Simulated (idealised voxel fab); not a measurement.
Process module under the name voxel gate over fins
cross-section cut | 215 nm wide | cells 5 nm
This document writes a cross-section as a grid whose cells are square, and gives it as bands, listed from the top down; one or more rows of cells form a band. Quick guide to a band line: top height, bottom height (nm) up front; then every material left to right with its width in nm. Only one material and it's marked "throughout"? Then it fills the band edge to edge. And "empty" just means empty space. Heights from 0 (as-received wafer is one material below). Bottom band endless downward, as "top 0, no bottom". A two-number width, for instance "30..40", indicates that the width is equal to the first number in the top row of the band and to the second number in the bottom row, and that it changes by a constant amount per row of cells. The cross-section has no changed cell in any step marked "remains unaltered". Reported under the label "Fully sealed voids" are the empty spaces having no open way to the top and comprising 8 cells or more; the notation for each is width x height at distance, in which the distance is measured from the left edge and all three values are in nm. That trailing text on a step's line, after the settings, is the simulator's own remark on the step. The line of a step may include "overlay nm". On a step with a mask, this value is how far to the right of its planned place the mask lay. A negative value means the mask lay to the left.

## Set out below are the planned steps of the process
| 1 | op RECEIVE | material Si |
| 2 | op CONFORMAL_DEP | material SiN | thk nm 5 |
| 3 | op MASKED_ETCH | tone cover | mask id FINS | width nm 15 | pitch nm 60 | etch materials SiN | depth nm 5 | overlay nm 0 |
| 4 | op MASKED_ETCH | tone cover | mask id FINS | width nm 15 | pitch nm 60 | etch materials Si | depth nm 30 | overlay nm 0 |
| 5 | op FILL_DEP | material SiO2 | thk nm 5 |
| 6 | op CMP | height nm 5 |
| 7 | op MASKED_ETCH | tone open | mask id RAIL | width nm 15 | etch materials SiO2 | depth nm 30 | overlay nm 0 |
| 8 | op CONFORMAL_DEP | material TiN | thk nm 5 |
| 9 | op FILL_DEP | material W | thk nm 5 |
| 10 | op CMP | height nm 5 |
| 11 | op SELECTIVE_ETCH | etch materials W Ru TiN | depth nm 25 |
| 12 | op FILL_DEP | material SiO2 | thk nm 5 |
| 13 | op CMP | height nm 5 |
| 14 | op SELECTIVE_ETCH | etch materials SiO2 | depth nm 15 |
| 15 | op STRIP | etch materials SiN |
| 16 | op CONFORMAL_DEP | material HfO2 | thk nm 5 |
| 17 | op CONFORMAL_DEP | material TiN | thk nm 5 |
| 18 | op CONFORMAL_DEP | material TiAl | thk nm 5 |
| 19 | op CONFORMAL_DEP | material TiN | thk nm 5 |
| 20 | op FILL_DEP | material W | thk nm 10 |
| 21 | op CMP | height nm 25 |
| 22 | op CONFORMAL_DEP | material SiN | thk nm 5 |
Be aware that, although all wafers share a common starting state, the width nm at step 3 differs among them, and the plan displays the first wafer's value.

## Cross-section: the first of several wafers in its as-received state, i.e. following step 1
- top 0, no bottom = Si throughout
- Fully sealed voids: none

## wafer rows; end of module; cells per material since receipt: (+) gained, (-) lost; then closed voids
width nm 15 | +51 HfO2 | -222 Si | +43 SiN | +145 SiO2 | +51 TiAl | +105 TiN | +85 W | Fully sealed voids: none
width nm 20 | +51 HfO2 | -210 Si | +43 SiN | +137 SiO2 | +51 TiAl | +105 TiN | +81 W | Fully sealed voids: none
width nm 25 | +51 HfO2 | -198 Si | +43 SiN | +129 SiO2 | +51 TiAl | +103 TiN | +79 W | Fully sealed voids: none
width nm 30 | +51 HfO2 | -186 Si | +43 SiN | +121 SiO2 | +51 TiAl | +101 TiN | +77 W | Fully sealed voids: none
